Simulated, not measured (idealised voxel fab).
The following is a process module called voxel transistor to metal.
Shown is cross-section cut, with a width of 290 nm and square cells of size 5 nm.
If you're reading a cross-section in this doc, picture square cells in a grid; it comes to you as bands, top ones listed first down to the bottom, and a band can be one or more rows of cells.
In this notation a band is specified by the heights of its top and bottom, in that order and in nm, after which its materials appear from left to right, each paired with its width in nm. The word "throughout" attached to a single material means that material fills the band from edge to edge; the word "air" stands for empty space.
Measure heights from 0. That's the level where, below it, the as-received wafer is all one material. The lowest band is bottomless and extends downward; write it as in "top 0, no bottom".
So if you see something like "30 to 40" for the width, read it as the top row of the band sitting at the first number and the bottom row at the second, with every row in between moving by the same amount as the last.
"nothing was modified" after a step means that no cell of the cross-section changed.
So "Closed cavities" is basically the list of trapped voids: any empty space of 8 cells or more that can't reach the top through an opening. They're written width x height at distance, the distance being from the left edge, and it's all nm.
after a step's settings: what the simulator itself notes on the step
"overlay nm" answers the question of how far to the right of plan the mask lay on a step that has a mask, and when it is negative the answer is to the left.
What follows is a series of pairs. Each pair shows a cross-section before one process step and the cross-section after it, and the after view is drawn only down to the lowest band that changed. Beneath each pair is the step that lies between the two, with its settings. Pairs may come from different runs of this module on the same starting wafer, so a pair continues from the one above it only where its entry headed "Before-step section" says so.
Before-step section
	top 45, bottom 35: 50 nm air, then 55 nm SiN, then 80 nm air, then 55 nm SiN, then 50 nm air
	top 35, bottom 25: 50 nm air, then 10 nm SiN, then 5 nm SiO2, then 25 nm SiCN, then 5 nm SiO2, then 10 nm SiN, then 80 nm air, then 10 nm SiN, then 5 nm SiO2, then 25 nm SiCN, then 5 nm SiO2, then 10 nm SiN, then 50 nm air
	top 25, bottom 15: 50 nm air, then 10 nm SiN, then 5 nm SiO2, then 25 nm polySi, then 5 nm SiO2, then 10 nm SiN, then 80 nm air, then 10 nm SiN, then 5 nm SiO2, then 25 nm polySi, then 5 nm SiO2, then 10 nm SiN, then 50 nm air
	top 15, bottom 10: 30 nm SiN, then 20 nm air, then 10 nm SiN, then 5 nm SiO2, then 25 nm polySi, then 5 nm SiO2, then 10 nm SiN, then 20 nm air, then 40 nm SiN, then 20 nm air, then 10 nm SiN, then 5 nm SiO2, then 25 nm polySi, then 5 nm SiO2, then 10 nm SiN, then 20 nm air, then 30 nm SiN
	top 10, bottom 5: 60 nm SiN, then 5 nm SiO2, then 25 nm polySi, then 5 nm SiO2, then 100 nm SiN, then 5 nm SiO2, then 25 nm polySi, then 5 nm SiO2, then 60 nm SiN
	top 5, bottom 0: 20 nm SiO2, then 40 nm SiN, then 5 nm SiO2, then 25 nm polySi, then 5 nm SiO2, then 40 nm SiN, then 20 nm SiO2, then 40 nm SiN, then 5 nm SiO2, then 25 nm polySi, then 5 nm SiO2, then 40 nm SiN, then 20 nm SiO2
	top 0, bottom -5: SiO2 throughout
	top -5, bottom -40: 25 nm SiO2, then 105 nm Si, then 30 nm SiO2, then 105 nm Si, then 25 nm SiO2
	top -40, no bottom: Si throughout
	Closed cavities: none
As Processed
	top 35, bottom 25: 50 nm air, then 10 nm SiN, then 5 nm SiO2, then 25 nm SiCN, then 5 nm SiO2, then 10 nm SiN, then 80 nm air, then 10 nm SiN, then 5 nm SiO2, then 25 nm SiCN, then 5 nm SiO2, then 10 nm SiN, then 50 nm air
	top 25, bottom 5: 50 nm air, then 10 nm SiN, then 5 nm SiO2, then 25 nm polySi, then 5 nm SiO2, then 10 nm SiN, then 80 nm air, then 10 nm SiN, then 5 nm SiO2, then 25 nm polySi, then 5 nm SiO2, then 10 nm SiN, then 50 nm air
	top 5, bottom 0: 20 nm SiO2, then 10 nm SiN, then 20 nm air, then 10 nm SiN, then 5 nm SiO2, then 25 nm polySi, then 5 nm SiO2, then 10 nm SiN, then 20 nm air, then 10 nm SiN, then 20 nm SiO2, then 10 nm SiN, then 20 nm air, then 10 nm SiN, then 5 nm SiO2, then 25 nm polySi, then 5 nm SiO2, then 10 nm SiN, then 20 nm air, then 10 nm SiN, then 20 nm SiO2
	Below 0, no change.
	Closed cavities: none
The step carried out between the cross-section before it and the cross-section after it, both shown above, is DIRECTIONAL_ETCH (etch materials SiN; depth nm 10)
Before-step section: equal to the after panel directly above.
As Processed
	top 35, bottom 30: 50 nm air, then 10 nm SiN, then 5 nm air, then 25 nm SiCN, then 5 nm air, then 10 nm SiN, then 80 nm air, then 10 nm SiN, then 5 nm air, then 25 nm SiCN, then 5 nm air, then 10 nm SiN, then 50 nm air
	top 30, bottom 25: 50 nm air, then 10 nm SiN, then 5 nm SiO2, then 25 nm SiCN, then 5 nm SiO2, then 10 nm SiN, then 80 nm air, then 10 nm SiN, then 5 nm SiO2, then 25 nm SiCN, then 5 nm SiO2, then 10 nm SiN, then 50 nm air
	top 25, bottom 5: 50 nm air, then 10 nm SiN, then 5 nm SiO2, then 25 nm polySi, then 5 nm SiO2, then 10 nm SiN, then 80 nm air, then 10 nm SiN, then 5 nm SiO2, then 25 nm polySi, then 5 nm SiO2, then 10 nm SiN, then 50 nm air
	top 5, bottom 0: 20 nm air, then 10 nm SiN, then 20 nm air, then 10 nm SiN, then 5 nm SiO2, then 25 nm polySi, then 5 nm SiO2, then 10 nm SiN, then 20 nm air, then 10 nm SiN, then 20 nm air, then 10 nm SiN, then 20 nm air, then 10 nm SiN, then 5 nm SiO2, then 25 nm polySi, then 5 nm SiO2, then 10 nm SiN, then 20 nm air, then 10 nm SiN, then 20 nm air
	top 0, bottom -5: 30 nm SiO2, then 20 nm air, then 55 nm SiO2, then 20 nm air, then 40 nm SiO2, then 20 nm air, then 55 nm SiO2, then 20 nm air, then 30 nm SiO2
	Below -5, no change.
	Closed cavities: none
The step carried out between the cross-section before it and the cross-section after it, both shown above, is DIRECTIONAL_ETCH (etch materials SiO2; depth nm 5)
Before-step section: equal to the after panel directly above.
As Processed
	top 35, bottom 30: 50 nm air, then 10 nm SiN, then 5 nm air, then 25 nm SiCN, then 5 nm air, then 10 nm SiN, then 80 nm air, then 10 nm SiN, then 5 nm air, then 25 nm SiCN, then 5 nm air, then 10 nm SiN, then 50 nm air
	top 30, bottom 25: 50 nm air, then 10 nm SiN, then 5 nm SiO2, then 25 nm SiCN, then 5 nm SiO2, then 10 nm SiN, then 80 nm air, then 10 nm SiN, then 5 nm SiO2, then 25 nm SiCN, then 5 nm SiO2, then 10 nm SiN, then 50 nm air
	top 25, bottom 5: 50 nm air, then 10 nm SiN, then 5 nm SiO2, then 25 nm polySi, then 5 nm SiO2, then 10 nm SiN, then 80 nm air, then 10 nm SiN, then 5 nm SiO2, then 25 nm polySi, then 5 nm SiO2, then 10 nm SiN, then 50 nm air
	top 5, bottom 0: 20 nm air, then 10 nm SiN, then 20 nm air, then 10 nm SiN, then 5 nm SiO2, then 25 nm polySi, then 5 nm SiO2, then 10 nm SiN, then 20 nm air, then 10 nm SiN, then 20 nm air, then 10 nm SiN, then 20 nm air, then 10 nm SiN, then 5 nm SiO2, then 25 nm polySi, then 5 nm SiO2, then 10 nm SiN, then 20 nm air, then 10 nm SiN, then 20 nm air
	top 0, bottom -5: 30 nm SiO2, then 20 nm air, then 55 nm SiO2, then 20 nm air, then 40 nm SiO2, then 20 nm air, then 55 nm SiO2, then 20 nm air, then 30 nm SiO2
	top -5, bottom -15: 25 nm SiO2, then 5 nm Si, then 20 nm air, then 55 nm Si, then 20 nm air, then 5 nm Si, then 30 nm SiO2, then 5 nm Si, then 20 nm air, then 55 nm Si, then 20 nm air, then 5 nm Si, then 25 nm SiO2
	Below -15, no change.
	Closed cavities: none
The step carried out between the cross-section before it and the cross-section after it, both shown above, is DIRECTIONAL_ETCH (etch materials Si; depth nm 10)
Before-step section: equal to the after panel directly above.
As Processed
	top 35, bottom 30: 50 nm air, then 10 nm SiN, then 5 nm air, then 25 nm SiCN, then 5 nm air, then 10 nm SiN, then 80 nm air, then 10 nm SiN, then 5 nm air, then 25 nm SiCN, then 5 nm air, then 10 nm SiN, then 50 nm air
	top 30, bottom 25: 50 nm air, then 10 nm SiN, then 5 nm SiO2, then 25 nm SiCN, then 5 nm SiO2, then 10 nm SiN, then 80 nm air, then 10 nm SiN, then 5 nm SiO2, then 25 nm SiCN, then 5 nm SiO2, then 10 nm SiN, then 50 nm air
	top 25, bottom 10: 50 nm air, then 10 nm SiN, then 5 nm SiO2, then 25 nm polySi, then 5 nm SiO2, then 10 nm SiN, then 80 nm air, then 10 nm SiN, then 5 nm SiO2, then 25 nm polySi, then 5 nm SiO2, then 10 nm SiN, then 50 nm air
	top 10, bottom 5: 25 nm air, then 25 nm pSi, then 10 nm SiN, then 5 nm SiO2, then 25 nm polySi, then 5 nm SiO2, then 10 nm SiN, then 25 nm pSi, then 30 nm air, then 25 nm pSi, then 10 nm SiN, then 5 nm SiO2, then 25 nm polySi, then 5 nm SiO2, then 10 nm SiN, then 25 nm pSi, then 25 nm air
	top 5, bottom 0: 20 nm air, then 10 nm SiN, then 20 nm pSi, then 10 nm SiN, then 5 nm SiO2, then 25 nm polySi, then 5 nm SiO2, then 10 nm SiN, then 20 nm pSi, then 10 nm SiN, then 20 nm air, then 10 nm SiN, then 20 nm pSi, then 10 nm SiN, then 5 nm SiO2, then 25 nm polySi, then 5 nm SiO2, then 10 nm SiN, then 20 nm pSi, then 10 nm SiN, then 20 nm air
	top 0, bottom -5: 30 nm SiO2, then 20 nm pSi, then 55 nm SiO2, then 20 nm pSi, then 40 nm SiO2, then 20 nm pSi, then 55 nm SiO2, then 20 nm pSi, then 30 nm SiO2
	top -5, bottom -15: 25 nm SiO2, then 5 nm Si, then 20 nm pSi, then 55 nm Si, then 20 nm pSi, then 5 nm Si, then 30 nm SiO2, then 5 nm Si, then 20 nm pSi, then 55 nm Si, then 20 nm pSi, then 5 nm Si, then 25 nm SiO2
	Below -15, no change.
	Closed cavities: none
The step carried out between the cross-section before it and the cross-section after it, both shown above, is EPI (material pSi; thk nm 15)
Before-step section: equal to the after panel directly above.
As Processed
	top 45, bottom 35: SiO2 throughout
	top 35, bottom 25: 50 nm SiO2, then 10 nm SiN, then 5 nm SiO2, then 25 nm SiCN, then 5 nm SiO2, then 10 nm SiN, then 80 nm SiO2, then 10 nm SiN, then 5 nm SiO2, then 25 nm SiCN, then 5 nm SiO2, then 10 nm SiN, then 50 nm SiO2
	top 25, bottom 10: 50 nm SiO2, then 10 nm SiN, then 5 nm SiO2, then 25 nm polySi, then 5 nm SiO2, then 10 nm SiN, then 80 nm SiO2, then 10 nm SiN, then 5 nm SiO2, then 25 nm polySi, then 5 nm SiO2, then 10 nm SiN, then 50 nm SiO2
	top 10, bottom 5: 25 nm SiO2, then 25 nm pSi, then 10 nm SiN, then 5 nm SiO2, then 25 nm polySi, then 5 nm SiO2, then 10 nm SiN, then 25 nm pSi, then 30 nm SiO2, then 25 nm pSi, then 10 nm SiN, then 5 nm SiO2, then 25 nm polySi, then 5 nm SiO2, then 10 nm SiN, then 25 nm pSi, then 25 nm SiO2
	top 5, bottom 0: 20 nm SiO2, then 10 nm SiN, then 20 nm pSi, then 10 nm SiN, then 5 nm SiO2, then 25 nm polySi, then 5 nm SiO2, then 10 nm SiN, then 20 nm pSi, then 10 nm SiN, then 20 nm SiO2, then 10 nm SiN, then 20 nm pSi, then 10 nm SiN, then 5 nm SiO2, then 25 nm polySi, then 5 nm SiO2, then 10 nm SiN, then 20 nm pSi, then 10 nm SiN, then 20 nm SiO2
	Below 0, no change.
	Closed cavities: none
The step carried out between the cross-section before it and the cross-section after it, both shown above, is FILL_DEP (material SiO2; thk nm 10)
Before-step section: equal to the after panel directly above.
As Processed
	top 25, bottom 10: 50 nm SiO2, then 10 nm SiN, then 5 nm SiO2, then 25 nm polySi, then 5 nm SiO2, then 10 nm SiN, then 80 nm SiO2, then 10 nm SiN, then 5 nm SiO2, then 25 nm polySi, then 5 nm SiO2, then 10 nm SiN, then 50 nm SiO2
	Below 10, no change.
	Closed cavities: none
The step carried out between the cross-section before it and the cross-section after it, both shown above, is CMP (height nm 25)
Before-step section: equal to the after panel directly above.
As Processed
	top 25, bottom 10: 50 nm SiO2, then 10 nm SiN, then 5 nm SiO2, then 25 nm air, then 5 nm SiO2, then 10 nm SiN, then 80 nm SiO2, then 10 nm SiN, then 5 nm SiO2, then 25 nm air, then 5 nm SiO2, then 10 nm SiN, then 50 nm SiO2
	top 10, bottom 5: 25 nm SiO2, then 25 nm pSi, then 10 nm SiN, then 5 nm SiO2, then 25 nm air, then 5 nm SiO2, then 10 nm SiN, then 25 nm pSi, then 30 nm SiO2, then 25 nm pSi, then 10 nm SiN, then 5 nm SiO2, then 25 nm air, then 5 nm SiO2, then 10 nm SiN, then 25 nm pSi, then 25 nm SiO2
	top 5, bottom 0: 20 nm SiO2, then 10 nm SiN, then 20 nm pSi, then 10 nm SiN, then 5 nm SiO2, then 25 nm air, then 5 nm SiO2, then 10 nm SiN, then 20 nm pSi, then 10 nm SiN, then 20 nm SiO2, then 10 nm SiN, then 20 nm pSi, then 10 nm SiN, then 5 nm SiO2, then 25 nm air, then 5 nm SiO2, then 10 nm SiN, then 20 nm pSi, then 10 nm SiN, then 20 nm SiO2
	Below 0, no change.
	Closed cavities: none
The step carried out between the cross-section before it and the cross-section after it, both shown above, is STRIP (etch materials polySi)
Before-step section: equal to the after panel directly above.
As Processed
	top 25, bottom 20: 50 nm air, then 10 nm SiN, then 35 nm air, then 10 nm SiN, then 80 nm air, then 10 nm SiN, then 35 nm air, then 10 nm SiN, then 50 nm air
	top 20, bottom 10: 50 nm SiO2, then 10 nm SiN, then 35 nm air, then 10 nm SiN, then 80 nm SiO2, then 10 nm SiN, then 35 nm air, then 10 nm SiN, then 50 nm SiO2
	top 10, bottom 5: 25 nm SiO2, then 25 nm pSi, then 10 nm SiN, then 35 nm air, then 10 nm SiN, then 25 nm pSi, then 30 nm SiO2, then 25 nm pSi, then 10 nm SiN, then 35 nm air, then 10 nm SiN, then 25 nm pSi, then 25 nm SiO2
	top 5, bottom 0: 20 nm SiO2, then 10 nm SiN, then 20 nm pSi, then 10 nm SiN, then 35 nm air, then 10 nm SiN, then 20 nm pSi, then 10 nm SiN, then 20 nm SiO2, then 10 nm SiN, then 20 nm pSi, then 10 nm SiN, then 35 nm air, then 10 nm SiN, then 20 nm pSi, then 10 nm SiN, then 20 nm SiO2
	top 0, bottom -5: 30 nm SiO2, then 20 nm pSi, then 10 nm SiO2, then 35 nm air, then 10 nm SiO2, then 20 nm pSi, then 40 nm SiO2, then 20 nm pSi, then 10 nm SiO2, then 35 nm air, then 10 nm SiO2, then 20 nm pSi, then 30 nm SiO2
	Below -5, no change.
	Closed cavities: none
The step carried out between the cross-section before it and the cross-section after it, both shown above, is SELECTIVE_ETCH (etch materials SiO2; depth nm 5)
Before-step section: equal to the after panel directly above.
As Processed
	top 30, bottom 25: 45 nm air, then 20 nm HfO2, then 25 nm air, then 20 nm HfO2, then 70 nm air, then 20 nm HfO2, then 25 nm air, then 20 nm HfO2, then 45 nm air
	top 25, bottom 20: 50 nm HfO2, then 10 nm SiN, then 5 nm HfO2, then 25 nm air, then 5 nm HfO2, then 10 nm SiN, then 80 nm HfO2, then 10 nm SiN, then 5 nm HfO2, then 25 nm air, then 5 nm HfO2, then 10 nm SiN, then 50 nm HfO2
	top 20, bottom 10: 50 nm SiO2, then 10 nm SiN, then 5 nm HfO2, then 25 nm air, then 5 nm HfO2, then 10 nm SiN, then 80 nm SiO2, then 10 nm SiN, then 5 nm HfO2, then 25 nm air, then 5 nm HfO2, then 10 nm SiN, then 50 nm SiO2
	top 10, bottom 5: 25 nm SiO2, then 25 nm pSi, then 10 nm SiN, then 5 nm HfO2, then 25 nm air, then 5 nm HfO2, then 10 nm SiN, then 25 nm pSi, then 30 nm SiO2, then 25 nm pSi, then 10 nm SiN, then 5 nm HfO2, then 25 nm air, then 5 nm HfO2, then 10 nm SiN, then 25 nm pSi, then 25 nm SiO2
	top 5, bottom 0: 20 nm SiO2, then 10 nm SiN, then 20 nm pSi, then 10 nm SiN, then 5 nm HfO2, then 25 nm air, then 5 nm HfO2, then 10 nm SiN, then 20 nm pSi, then 10 nm SiN, then 20 nm SiO2, then 10 nm SiN, then 20 nm pSi, then 10 nm SiN, then 5 nm HfO2, then 25 nm air, then 5 nm HfO2, then 10 nm SiN, then 20 nm pSi, then 10 nm SiN, then 20 nm SiO2
	top 0, bottom -5: 30 nm SiO2, then 20 nm pSi, then 10 nm SiO2, then 35 nm HfO2, then 10 nm SiO2, then 20 nm pSi, then 40 nm SiO2, then 20 nm pSi, then 10 nm SiO2, then 35 nm HfO2, then 10 nm SiO2, then 20 nm pSi, then 30 nm SiO2
	Below -5, no change.
	Closed cavities: none
The step carried out between the cross-section before it and the cross-section after it, both shown above, is CONFORMAL_DEP (material HfO2; thk nm 5)
Before-step section: equal to the after panel directly above.
As Processed
	top 35, bottom 30: 40 nm air, then 30 nm TiN, then 15 nm air, then 30 nm TiN, then 60 nm air, then 30 nm TiN, then 15 nm air, then 30 nm TiN, then 40 nm air
	top 30, bottom 25: 45 nm TiN, then 20 nm HfO2, then 5 nm TiN, then 15 nm air, then 5 nm TiN, then 20 nm HfO2, then 70 nm TiN, then 20 nm HfO2, then 5 nm TiN, then 15 nm air, then 5 nm TiN, then 20 nm HfO2, then 45 nm TiN
	top 25, bottom 20: 50 nm HfO2, then 10 nm SiN, then 5 nm HfO2, then 5 nm TiN, then 15 nm air, then 5 nm TiN, then 5 nm HfO2, then 10 nm SiN, then 80 nm HfO2, then 10 nm SiN, then 5 nm HfO2, then 5 nm TiN, then 15 nm air, then 5 nm TiN, then 5 nm HfO2, then 10 nm SiN, then 50 nm HfO2
	top 20, bottom 10: 50 nm SiO2, then 10 nm SiN, then 5 nm HfO2, then 5 nm TiN, then 15 nm air, then 5 nm TiN, then 5 nm HfO2, then 10 nm SiN, then 80 nm SiO2, then 10 nm SiN, then 5 nm HfO2, then 5 nm TiN, then 15 nm air, then 5 nm TiN, then 5 nm HfO2, then 10 nm SiN, then 50 nm SiO2
	top 10, bottom 5: 25 nm SiO2, then 25 nm pSi, then 10 nm SiN, then 5 nm HfO2, then 5 nm TiN, then 15 nm air, then 5 nm TiN, then 5 nm HfO2, then 10 nm SiN, then 25 nm pSi, then 30 nm SiO2, then 25 nm pSi, then 10 nm SiN, then 5 nm HfO2, then 5 nm TiN, then 15 nm air, then 5 nm TiN, then 5 nm HfO2, then 10 nm SiN, then 25 nm pSi, then 25 nm SiO2
	top 5, bottom 0: 20 nm SiO2, then 10 nm SiN, then 20 nm pSi, then 10 nm SiN, then 5 nm HfO2, then 25 nm TiN, then 5 nm HfO2, then 10 nm SiN, then 20 nm pSi, then 10 nm SiN, then 20 nm SiO2, then 10 nm SiN, then 20 nm pSi, then 10 nm SiN, then 5 nm HfO2, then 25 nm TiN, then 5 nm HfO2, then 10 nm SiN, then 20 nm pSi, then 10 nm SiN, then 20 nm SiO2
	Below 0, no change.
	Closed cavities: none
The step carried out between the cross-section before it and the cross-section after it, both shown above, is CONFORMAL_DEP (material TiN; thk nm 5)
Before-step section: equal to the after panel directly above.
As Processed
	top 45, bottom 35: W throughout
	top 35, bottom 30: 40 nm W, then 30 nm TiN, then 15 nm W, then 30 nm TiN, then 60 nm W, then 30 nm TiN, then 15 nm W, then 30 nm TiN, then 40 nm W
	top 30, bottom 25: 45 nm TiN, then 20 nm HfO2, then 5 nm TiN, then 15 nm W, then 5 nm TiN, then 20 nm HfO2, then 70 nm TiN, then 20 nm HfO2, then 5 nm TiN, then 15 nm W, then 5 nm TiN, then 20 nm HfO2, then 45 nm TiN
	top 25, bottom 20: 50 nm HfO2, then 10 nm SiN, then 5 nm HfO2, then 5 nm TiN, then 15 nm W, then 5 nm TiN, then 5 nm HfO2, then 10 nm SiN, then 80 nm HfO2, then 10 nm SiN, then 5 nm HfO2, then 5 nm TiN, then 15 nm W, then 5 nm TiN, then 5 nm HfO2, then 10 nm SiN, then 50 nm HfO2
	top 20, bottom 10: 50 nm SiO2, then 10 nm SiN, then 5 nm HfO2, then 5 nm TiN, then 15 nm W, then 5 nm TiN, then 5 nm HfO2, then 10 nm SiN, then 80 nm SiO2, then 10 nm SiN, then 5 nm HfO2, then 5 nm TiN, then 15 nm W, then 5 nm TiN, then 5 nm HfO2, then 10 nm SiN, then 50 nm SiO2
	top 10, bottom 5: 25 nm SiO2, then 25 nm pSi, then 10 nm SiN, then 5 nm HfO2, then 5 nm TiN, then 15 nm W, then 5 nm TiN, then 5 nm HfO2, then 10 nm SiN, then 25 nm pSi, then 30 nm SiO2, then 25 nm pSi, then 10 nm SiN, then 5 nm HfO2, then 5 nm TiN, then 15 nm W, then 5 nm TiN, then 5 nm HfO2, then 10 nm SiN, then 25 nm pSi, then 25 nm SiO2
	Below 5, no change.
	Closed cavities: none
The step carried out between the cross-section before it and the cross-section after it, both shown above, is FILL_DEP (material W; thk nm 10)
Before-step section: equal to the after panel directly above.
As Processed
	top 20, bottom 10: 50 nm SiO2, then 10 nm SiN, then 5 nm HfO2, then 5 nm TiN, then 15 nm W, then 5 nm TiN, then 5 nm HfO2, then 10 nm SiN, then 80 nm SiO2, then 10 nm SiN, then 5 nm HfO2, then 5 nm TiN, then 15 nm W, then 5 nm TiN, then 5 nm HfO2, then 10 nm SiN, then 50 nm SiO2
	Below 10, no change.
	Closed cavities: none
The step carried out between the cross-section before it and the cross-section after it, both shown above, is CMP (height nm 20)
Before-step section: equal to the after panel directly above.
As Processed
	top 30, bottom 20: SiO2 throughout
	Below 20, no change.
	Closed cavities: none
The step carried out between the cross-section before it and the cross-section after it, both shown above, is DIRECTIONAL_DEP (material SiO2; thk nm 10)
Before-step section: equal to the after panel directly above.
As Processed
	top 45, bottom 30: aC throughout
	Below 30, no change.
	Closed cavities: none
The step carried out between the cross-section before it and the cross-section after it, both shown above, is DIRECTIONAL_DEP (material aC; thk nm 15)
Before-step section: equal to the after panel directly above.
As Processed
	top 80, bottom 45: 30 nm resist, then 20 nm air, then 55 nm resist, then 20 nm air, then 40 nm resist, then 20 nm air, then 55 nm resist, then 20 nm air, then 30 nm resist
	Below 45, no change.
	Closed cavities: none
The step carried out between the cross-section before it and the cross-section after it, both shown above, is PATTERN (tone open; mask id CONTACT; material resist; width nm 20; thk nm 35; overlay nm 0)
Before-step section: equal to the after panel directly above.
As Processed
	top 65, bottom 45: 30 nm resist, then 20 nm air, then 55 nm resist, then 20 nm air, then 40 nm resist, then 20 nm air, then 55 nm resist, then 20 nm air, then 30 nm resist
	top 45, bottom 30: 30 nm aC, then 20 nm air, then 55 nm aC, then 20 nm air, then 40 nm aC, then 20 nm air, then 55 nm aC, then 20 nm air, then 30 nm aC
	Below 30, no change.
	Closed cavities: none
The step carried out between the cross-section before it and the cross-section after it, both shown above, is DIRECTIONAL_ETCH (etch materials aC; depth nm 15)
Before-step section: equal to the after panel directly above.
As Processed
	top 45, bottom 30: 30 nm aC, then 20 nm air, then 55 nm aC, then 20 nm air, then 40 nm aC, then 20 nm air, then 55 nm aC, then 20 nm air, then 30 nm aC
	Below 30, no change.
	Closed cavities: none
The step carried out between the cross-section before it and the cross-section after it, both shown above, is STRIP (etch materials resist)
Before-step section: equal to the after panel directly above.
As Processed
	top 45, bottom 30: 30 nm aC, then 20 nm air, then 55 nm aC, then 20 nm air, then 40 nm aC, then 20 nm air, then 55 nm aC, then 20 nm air, then 30 nm aC
	top 30, bottom 20: 30 nm SiO2, then 20 nm air, then 55 nm SiO2, then 20 nm air, then 40 nm SiO2, then 20 nm air, then 55 nm SiO2, then 20 nm air, then 30 nm SiO2
	top 20, bottom 10: 30 nm SiO2, then 20 nm air, then 10 nm SiN, then 5 nm HfO2, then 5 nm TiN, then 15 nm W, then 5 nm TiN, then 5 nm HfO2, then 10 nm SiN, then 20 nm air, then 40 nm SiO2, then 20 nm air, then 10 nm SiN, then 5 nm HfO2, then 5 nm TiN, then 15 nm W, then 5 nm TiN, then 5 nm HfO2, then 10 nm SiN, then 20 nm air, then 30 nm SiO2
	Below 10, no change.
	Closed cavities: none
The step carried out between the cross-section before it and the cross-section after it, both shown above, is DIRECTIONAL_ETCH (etch materials SiO2; depth nm 20)
Before-step section: equal to the after panel directly above.
As Processed
	top 30, bottom 20: 30 nm SiO2, then 20 nm air, then 55 nm SiO2, then 20 nm air, then 40 nm SiO2, then 20 nm air, then 55 nm SiO2, then 20 nm air, then 30 nm SiO2
	Below 20, no change.
	Closed cavities: none
The step carried out between the cross-section before it and the cross-section after it, both shown above, is STRIP (etch materials aC)
Before-step section: equal to the after panel directly above.
As Processed
	top 35, bottom 30: 35 nm TiN, then 10 nm air, then 65 nm TiN, then 10 nm air, then 50 nm TiN, then 10 nm air, then 65 nm TiN, then 10 nm air, then 35 nm TiN
	top 30, bottom 20: 30 nm SiO2, then 5 nm TiN, then 10 nm air, then 5 nm TiN, then 55 nm SiO2, then 5 nm TiN, then 10 nm air, then 5 nm TiN, then 40 nm SiO2, then 5 nm TiN, then 10 nm air, then 5 nm TiN, then 55 nm SiO2, then 5 nm TiN, then 10 nm air, then 5 nm TiN, then 30 nm SiO2
	top 20, bottom 15: 30 nm SiO2, then 5 nm TiN, then 10 nm air, then 5 nm TiN, then 10 nm SiN, then 5 nm HfO2, then 5 nm TiN, then 15 nm W, then 5 nm TiN, then 5 nm HfO2, then 10 nm SiN, then 5 nm TiN, then 10 nm air, then 5 nm TiN, then 40 nm SiO2, then 5 nm TiN, then 10 nm air, then 5 nm TiN, then 10 nm SiN, then 5 nm HfO2, then 5 nm TiN, then 15 nm W, then 5 nm TiN, then 5 nm HfO2, then 10 nm SiN, then 5 nm TiN, then 10 nm air, then 5 nm TiN, then 30 nm SiO2
	top 15, bottom 10: 30 nm SiO2, then 20 nm TiN, then 10 nm SiN, then 5 nm HfO2, then 5 nm TiN, then 15 nm W, then 5 nm TiN, then 5 nm HfO2, then 10 nm SiN, then 20 nm TiN, then 40 nm SiO2, then 20 nm TiN, then 10 nm SiN, then 5 nm HfO2, then 5 nm TiN, then 15 nm W, then 5 nm TiN, then 5 nm HfO2, then 10 nm SiN, then 20 nm TiN, then 30 nm SiO2
	Below 10, no change.
	Closed cavities: none
The step carried out between the cross-section before it and the cross-section after it, both shown above, is CONFORMAL_DEP (material TiN; thk nm 5)
Before-step section: equal to the after panel directly above.
As Processed
	top 40, bottom 35: Ru throughout
	top 35, bottom 30: 35 nm TiN, then 10 nm Ru, then 65 nm TiN, then 10 nm Ru, then 50 nm TiN, then 10 nm Ru, then 65 nm TiN, then 10 nm Ru, then 35 nm TiN
	top 30, bottom 20: 30 nm SiO2, then 5 nm TiN, then 10 nm Ru, then 5 nm TiN, then 55 nm SiO2, then 5 nm TiN, then 10 nm Ru, then 5 nm TiN, then 40 nm SiO2, then 5 nm TiN, then 10 nm Ru, then 5 nm TiN, then 55 nm SiO2, then 5 nm TiN, then 10 nm Ru, then 5 nm TiN, then 30 nm SiO2
	top 20, bottom 15: 30 nm SiO2, then 5 nm TiN, then 10 nm Ru, then 5 nm TiN, then 10 nm SiN, then 5 nm HfO2, then 5 nm TiN, then 15 nm W, then 5 nm TiN, then 5 nm HfO2, then 10 nm SiN, then 5 nm TiN, then 10 nm Ru, then 5 nm TiN, then 40 nm SiO2, then 5 nm TiN, then 10 nm Ru, then 5 nm TiN, then 10 nm SiN, then 5 nm HfO2, then 5 nm TiN, then 15 nm W, then 5 nm TiN, then 5 nm HfO2, then 10 nm SiN, then 5 nm TiN, then 10 nm Ru, then 5 nm TiN, then 30 nm SiO2
	Below 15, no change.
	Closed cavities: none
The step carried out between the cross-section before it and the cross-section after it, both shown above, is FILL_DEP (material Ru; thk nm 5)
Before-step section: equal to the after panel directly above.
As Processed
	top 30, bottom 20: 30 nm SiO2, then 5 nm TiN, then 10 nm Ru, then 5 nm TiN, then 55 nm SiO2, then 5 nm TiN, then 10 nm Ru, then 5 nm TiN, then 40 nm SiO2, then 5 nm TiN, then 10 nm Ru, then 5 nm TiN, then 55 nm SiO2, then 5 nm TiN, then 10 nm Ru, then 5 nm TiN, then 30 nm SiO2
	Below 20, no change.
	Closed cavities: none
The step carried out between the cross-section before it and the cross-section after it, both shown above, is CMP (height nm 30)
Before-step section: equal to the after panel directly above.
As Processed
	top 35, bottom 30: TiN throughout
	Below 30, no change.
	Closed cavities: none
The step carried out between the cross-section before it and the cross-section after it, both shown above, is DIRECTIONAL_DEP (material TiN; thk nm 5)
Before-step section: equal to the after panel directly above.
As Processed
	top 55, bottom 35: W throughout
	Below 35, no change.
	Closed cavities: none
The step carried out between the cross-section before it and the cross-section after it, both shown above, is DIRECTIONAL_DEP (material W; thk nm 20)
Before-step section: equal to the after panel directly above.
As Processed
	top 65, bottom 55: aC throughout
	Below 55, no change.
	Closed cavities: none
The step carried out between the cross-section before it and the cross-section after it, both shown above, is DIRECTIONAL_DEP (material aC; thk nm 10)
Before-step section: equal to the after panel directly above.
As Processed
	top 90, bottom 65: 30 nm air, then 20 nm resist, then 55 nm air, then 20 nm resist, then 40 nm air, then 20 nm resist, then 55 nm air, then 20 nm resist, then 30 nm air
	Below 65, no change.
	Closed cavities: none
The step carried out between the cross-section before it and the cross-section after it, both shown above, is PATTERN (tone cover; mask id METAL_1; material resist; width nm 20; thk nm 25; overlay nm 0)
Before-step section: equal to the after panel directly above.
As Processed
	top 80, bottom 65: 30 nm air, then 20 nm resist, then 55 nm air, then 20 nm resist, then 40 nm air, then 20 nm resist, then 55 nm air, then 20 nm resist, then 30 nm air
	top 65, bottom 55: 30 nm air, then 20 nm aC, then 55 nm air, then 20 nm aC, then 40 nm air, then 20 nm aC, then 55 nm air, then 20 nm aC, then 30 nm air
	Below 55, no change.
	Closed cavities: none
The step carried out between the cross-section before it and the cross-section after it, both shown above, is DIRECTIONAL_ETCH (etch materials aC; depth nm 10)
Before-step section: equal to the after panel directly above.
As Processed
	top 65, bottom 55: 30 nm air, then 20 nm aC, then 55 nm air, then 20 nm aC, then 40 nm air, then 20 nm aC, then 55 nm air, then 20 nm aC, then 30 nm air
	Below 55, no change.
	Closed cavities: none
The step carried out between the cross-section before it and the cross-section after it, both shown above, is STRIP (etch materials resist)
